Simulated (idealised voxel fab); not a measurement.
process module | voxel wiring stack
cross-section cut | 150 nm wide | cells 5 nm
A cross-section is a grid of square cells, given in bands from the top down. A band is one or more rows of cells.
Each band's line starts with the height of the band's top and of its bottom, in nm. Then come its materials from left to right, each with its width in nm. One material with "throughout" fills the band from edge to edge. "air" is empty space.
Height 0 is the level under which the wafer as received is all one material. The lowest band goes on downwards, as in "0 down".
A width such as "30 to 40" changes by the same amount from each row of cells to the next, from the band's top row to its bottom row.
"no change" after a step means that no cell of the cross-section changed.
closed voids: empty space of 8 cells or more with no open way to the top, each as width x height at its distance from the left edge, in nm
after a step's settings: what the simulator itself notes on the step
overlay nm, on a step with a mask: how far to the right of its planned place the mask lay; to the left if negative
plan
1 op RECEIVE | material Si
2 op CONFORMAL_DEP | material SiO2 | thk nm 10
3 op DIRECTIONAL_DEP | material TiN | thk nm 5
4 op DIRECTIONAL_DEP | material W | thk nm 20
5 op DIRECTIONAL_DEP | material aC | thk nm 15
6 op PATTERN | tone cover | mask id METAL_1 | material resist | width nm 30 | pitch nm 50 | thk nm 30 | overlay nm 0
7 op DIRECTIONAL_ETCH | etch materials aC | depth nm 15
8 op STRIP | etch materials resist
9 op DIRECTIONAL_ETCH | etch materials W | depth nm 20
10 op DIRECTIONAL_ETCH | etch materials TiN | depth nm 5
11 op STRIP | etch materials aC
12 op CONFORMAL_DEP | material SiCN | thk nm 5
13 op FILL_DEP | material SiO2 | thk nm 5
14 op CMP | height nm 35
15 op CONFORMAL_DEP | material SiCN | thk nm 5
16 op DIRECTIONAL_DEP | material lowk | thk nm 20
17 op MASKED_ETCH | tone open | mask id PLUG_1 | width nm 15 | etch materials lowk | depth nm 20 | overlay nm 0
18 op MASKED_ETCH | tone open | mask id PLUG_1 | width nm 15 | etch materials SiCN | depth nm 5 | overlay nm 0
19 op CONFORMAL_DEP | material TiN | thk nm 5
20 op FILL_DEP | material Cu | thk nm 5
21 op CMP | height nm 60
22 op CONFORMAL_DEP | material SiCN | thk nm 5
23 op DIRECTIONAL_DEP | material lowk | thk nm 20
24 op MASKED_ETCH | tone open | mask id METAL_2 | width nm 30 | pitch nm 50 | etch materials lowk | depth nm 20 | overlay nm 0
25 op MASKED_ETCH | tone open | mask id METAL_2 | width nm 30 | pitch nm 50 | etch materials SiCN | depth nm 5 | overlay nm 0
26 op CONFORMAL_DEP | material TiN | thk nm 5
27 op FILL_DEP | material Ru | thk nm 5
28 op CMP | height nm 85
29 op CONFORMAL_DEP | material SiCN | thk nm 5
30 op DIRECTIONAL_DEP | material SiO2 | thk nm 10
31 op PATTERN | tone open | mask id PLUG_2 | material resist | width nm 15 | pitch nm 50 | thk nm 20 | overlay nm 0
32 op DIRECTIONAL_ETCH | etch materials SiO2 | depth nm 10
33 op DIRECTIONAL_ETCH | etch materials SiCN | depth nm 5
34 op STRIP | etch materials resist
35 op CONFORMAL_DEP | material TiN | thk nm 5
36 op FILL_DEP | material Ru | thk nm 10
37 op CMP | height nm 100
38 op CONFORMAL_DEP | material SiN | thk nm 5
39 op DIRECTIONAL_DEP | material SiO2 | thk nm 25
40 op PATTERN | tone open | mask id METAL_3 | material resist | width nm 30 | pitch nm 50 | thk nm 20 | overlay nm 0
41 op DIRECTIONAL_ETCH | etch materials SiO2 | depth nm 25
42 op DIRECTIONAL_ETCH | etch materials SiN | depth nm 5
43 op STRIP | etch materials resist
44 op CONFORMAL_DEP | material TiN | thk nm 5
45 op FILL_DEP | material Cu | thk nm 5
46 op CMP | height nm 130
47 op CONFORMAL_DEP | material SiCN | thk nm 5
as received, after step 1
  0 down: Si throughout
  closed voids: none
a wafer at the end: this start, this plan, one mistake
  135 to 130: SiCN throughout
  130 to 120: SiO2 35 | TiN 5 | Cu 20 | TiN 5 | SiO2 20 | TiN 5 | Cu 20 | TiN 5 | SiO2 35
  120 to 115: SiN 35 | TiN 30 | SiN 20 | TiN 30 | SiN 35
  115 to 105: Ru throughout
  105 to 100: TiN 40 | Ru 5 | TiN 45 | Ru 5 | TiN 55
  100 to 90: SiO2 35 | TiN 5 | Ru 5 | TiN 5 | SiO2 35 | TiN 5 | Ru 5 | TiN 5 | SiO2 50
  90 to 85: SiCN 35 | TiN 15 | SiCN 35 | TiN 15 | SiCN 50
  85 to 65: lowk 35 | TiN 5 | Ru 20 | TiN 5 | lowk 20 | TiN 5 | Ru 20 | TiN 5 | lowk 35
  65 to 60: SiCN 35 | TiN 30 | SiCN 20 | TiN 30 | SiCN 35
  60 to 40: lowk 35 | TiN 5 | Cu 5 | TiN 5 | lowk 100
  40 to 35: SiCN 35 | TiN 15 | SiCN 100
  35 to 15: SiO2 30 | SiCN 5 | W 30 | SiCN 5 | SiO2 10 | SiCN 5 | W 30 | SiCN 5 | SiO2 30
  15 to 10: SiCN 35 | TiN 30 | SiCN 20 | TiN 30 | SiCN 35
  10 to 0: SiO2 throughout
  0 down: Si throughout
  closed voids: none
what went wrong: step 37 was left out
